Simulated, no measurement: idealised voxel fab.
process module | voxel gate over fins
cross-section cut | 260 nm wide | cells 5 nm
A cross-section is a grid of square cells, given in bands from the top down. A band is one or more rows of cells.
Each band's line starts with the height of the band's top and of its bottom, in nm. Then come its materials from left to right, each with its width in nm. One material with "throughout" fills the band from edge to edge. "air" is empty space.
Height 0 is the level under which the wafer as received is all one material. The lowest band goes on downwards, as in "0 down".
A width such as "30 to 40" changes by the same amount from each row of cells to the next, from the band's top row to its bottom row.
"no change" after a step means that no cell of the cross-section changed.
closed voids: empty space of 8 cells or more with no open way to the top, each as width x height at its distance from the left edge, in nm
after a step's settings: what the simulator itself notes on the step
overlay nm, on a step with a mask: how far to the right of its planned place the mask lay; to the left if negative
plan
1 op RECEIVE | material Si
2 op CONFORMAL_DEP | material SiN | thk nm 5
3 op MASKED_ETCH | tone cover | mask id FINS | width nm 15 | pitch nm 45 | etch materials SiN | depth nm 5 | overlay nm 0
4 op MASKED_ETCH | tone cover | mask id FINS | width nm 15 | pitch nm 45 | etch materials Si | depth nm 35 | overlay nm 0
5 op FILL_DEP | material SiO2 | thk nm 10
6 op CMP | height nm 5
7 op SELECTIVE_ETCH | etch materials SiO2 | depth nm 15
8 op STRIP | etch materials SiN
9 op CONFORMAL_DEP | material HfO2 | thk nm 5
10 op CONFORMAL_DEP | material TiN | thk nm 5
11 op FILL_DEP | material W | thk nm 10
12 op CMP | height nm 15
13 op CONFORMAL_DEP | material SiCN | thk nm 5
as received, after step 1
  0 down: Si throughout
  closed voids: none
first wafer at the end, as planned
  20 to 15: SiCN throughout
  15 to 10: W throughout
  10 to 5: W 45 | TiN 35 | W 10 | TiN 35 | W 10 | TiN 35 | W 10 | TiN 35 | W 45
  5 to 0: W 45 | TiN 5 | HfO2 25 | TiN 5 | W 10 | TiN 5 | HfO2 25 | TiN 5 | W 10 | TiN 5 | HfO2 25 | TiN 5 | W 10 | TiN 5 | HfO2 25 | TiN 5 | W 45
  0 to -5: TiN 50 | HfO2 5 | Si 15 | HfO2 5 | TiN 20 | HfO2 5 | Si 15 | HfO2 5 | TiN 20 | HfO2 5 | Si 15 | HfO2 5 | TiN 20 | HfO2 5 | Si 15 | HfO2 5 | TiN 50
  -5 to -10: HfO2 55 | Si 15 | HfO2 30 | Si 15 | HfO2 30 | Si 15 | HfO2 30 | Si 15 | HfO2 55
  -10 to -35: SiO2 55 | Si 15 | SiO2 30 | Si 15 | SiO2 30 | Si 15 | SiO2 30 | Si 15 | SiO2 55
  -35 down: Si throughout
  closed voids: none
second wafer at the end: like start, like plan, one mistake
  20 to 15: SiCN throughout
  15 to 5: W throughout
  5 to 0: W 50 | TiN 25 | W 20 | TiN 25 | W 20 | TiN 25 | W 20 | TiN 25 | W 50
  0 to -5: W 50 | TiN 5 | Si 15 | TiN 5 | W 20 | TiN 5 | Si 15 | TiN 5 | W 20 | TiN 5 | Si 15 | TiN 5 | W 20 | TiN 5 | Si 15 | TiN 5 | W 50
  -5 to -10: TiN 55 | Si 15 | TiN 30 | Si 15 | TiN 30 | Si 15 | TiN 30 | Si 15 | TiN 55
  -10 to -35: SiO2 55 | Si 15 | SiO2 30 | Si 15 | SiO2 30 | Si 15 | SiO2 30 | Si 15 | SiO2 55
  -35 down: Si throughout
  closed voids: none
what went wrong: step 9 was left out
at the end the second wafer has, in cells: 68 fewer of HfO2 | 68 more of W
